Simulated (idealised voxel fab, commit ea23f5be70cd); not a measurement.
Title: Process Module voxel wiring stack
Square cells of 5 nm make up the cross-section cut, whose width is 195 nm.
A cross-section is written here as square cells arranged in a grid, and it is given in bands from the top down, each band taking up one or more rows of cells.
It is stipulated that each band's entry specify, in nanometres, the height of the top of the band and then that of its bottom, followed by the materials of the band in left-to-right sequence, each together with its width in nanometres. A single material marked by the word "edge to edge" is understood to fill the band from edge to edge; the word "blank" is understood to denote empty space.
It should be noted that heights are counted from 0, beneath which the wafer as supplied is of one material throughout, and that the lowest band possesses no lower boundary but continues downward, as written in "0 and below".
You'd read "30 to 40" like this: the band's top row of cells is as wide as the first number, its bottom row is as wide as the second, and going down, every row changes width by the same amount as the row before did.
"everything unchanged" for a step: no cell of the cross-section changed in that step.
Voids not open to the top, 8 cells minimum: see "Closed empty spaces". Written width x height at distance; distance is from the left edge; nm.
Post-settings text on a step line: simulator's own remark regarding the step.
overlay nm: right-of-plan distance of the mask on a masked step; negative values mean left-of-plan.

Steps in the process plan:
1: RECEIVE (material Si)
2: CONFORMAL_DEP (material SiO2; thk nm 15)
3: CONFORMAL_DEP (material SiN; thk nm 5)
4: DIRECTIONAL_DEP (material lowk; thk nm 25)
5: DIRECTIONAL_DEP (material aC; thk nm 15)
6: PATTERN (tone open; mask id METAL_1; material resist; width nm 25; pitch nm 55; thk nm 35; overlay nm 0)
7: DIRECTIONAL_ETCH (etch materials aC; depth nm 15)
8: STRIP (etch materials resist)
9: DIRECTIONAL_ETCH (etch materials lowk; depth nm 25)
10: DIRECTIONAL_ETCH (etch materials SiN; depth nm 5)
11: STRIP (etch materials aC)
12: CONFORMAL_DEP (material TiN; thk nm 5)
13: FILL_DEP (material Ru; thk nm 5)
14: CMP (height nm 45)
15: CONFORMAL_DEP (material SiCN; thk nm 5)
16: DIRECTIONAL_DEP (material SiO2; thk nm 30)
17: PATTERN (tone open; mask id METAL_2; material resist; width nm 25; pitch nm 55; thk nm 15; overlay nm 0)
18: DIRECTIONAL_ETCH (etch materials SiO2; depth nm 20)
19: STRIP (etch materials resist)
20: DIRECTIONAL_DEP (material aC; thk nm 15)
21: PATTERN (tone open; mask id METAL_2_HOLES; material resist; width nm 15; pitch nm 55; thk nm 35; overlay nm 0)
22: DIRECTIONAL_ETCH (etch materials aC; depth nm 15)
23: STRIP (etch materials resist)
24: DIRECTIONAL_ETCH (etch materials SiO2; depth nm 10)
25: DIRECTIONAL_ETCH (etch materials SiCN; depth nm 5)
26: STRIP (etch materials aC)
27: CONFORMAL_DEP (material TiN; thk nm 5)
28: FILL_DEP (material Cu; thk nm 5)
29: CMP (height nm 80)
30: CONFORMAL_DEP (material SiCN; thk nm 5)
31: DIRECTIONAL_DEP (material SiO2; thk nm 35)
32: PATTERN (tone open; mask id METAL_3_HOLES; material resist; width nm 15; thk nm 20; overlay nm 0)
33: DIRECTIONAL_ETCH (etch materials SiO2; depth nm 35)
34: STRIP (etch materials resist)
35: DIRECTIONAL_DEP (material aC; thk nm 15)
36: PATTERN (tone open; mask id METAL_3; material resist; width nm 25; pitch nm 55; thk nm 35; overlay nm 0)
37: DIRECTIONAL_ETCH (etch materials aC; depth nm 15)
38: STRIP (etch materials resist)
39: DIRECTIONAL_ETCH (etch materials SiO2; depth nm 20)
40: DIRECTIONAL_ETCH (etch materials SiCN; depth nm 5)
41: STRIP (etch materials aC)
42: CONFORMAL_DEP (material TiN; thk nm 5)
43: FILL_DEP (material Cu; thk nm 10)
44: CMP (height nm 120)
45: CONFORMAL_DEP (material SiCN; thk nm 5)

Cross-section of the wafer at receipt, which is the condition after step 1:
* 0 and below: Si edge to edge
* Closed empty spaces: none

End state of the module in cross-section, given the above starting point and plan and one mistake in execution:
* 125 down to 120: SiCN edge to edge
* 120 down to 105: 55 nm SiO2; 5 nm TiN; 15 nm Cu; 5 nm TiN; 30 nm SiO2; 5 nm TiN; 15 nm Cu; 5 nm TiN; 60 nm SiO2
* 105 down to 100: 55 nm SiO2; 5 nm TiN; 5 nm Cu; 15 nm TiN; 30 nm SiO2; 25 nm TiN; 60 nm SiO2
* 100 down to 85: 55 nm SiO2; 5 nm TiN; 5 nm Cu; 5 nm TiN; 125 nm SiO2
* 85 down to 80: 55 nm SiCN; 15 nm TiN; 125 nm SiCN
* 80 down to 50: SiO2 edge to edge
* 50 down to 45: SiCN edge to edge
* 45 down to 20: 55 nm lowk; 5 nm TiN; 15 nm Ru; 5 nm TiN; 30 nm lowk; 5 nm TiN; 15 nm Ru; 5 nm TiN; 60 nm lowk
* 20 down to 15: 55 nm SiN; 25 nm TiN; 30 nm SiN; 25 nm TiN; 60 nm SiN
* 15 down to 0: SiO2 edge to edge
* 0 and below: Si edge to edge
* Closed empty spaces: none
It is concluded that the wafer was processed incorrectly with respect to the plan, in that heads up, step 16 of the plan got done twice
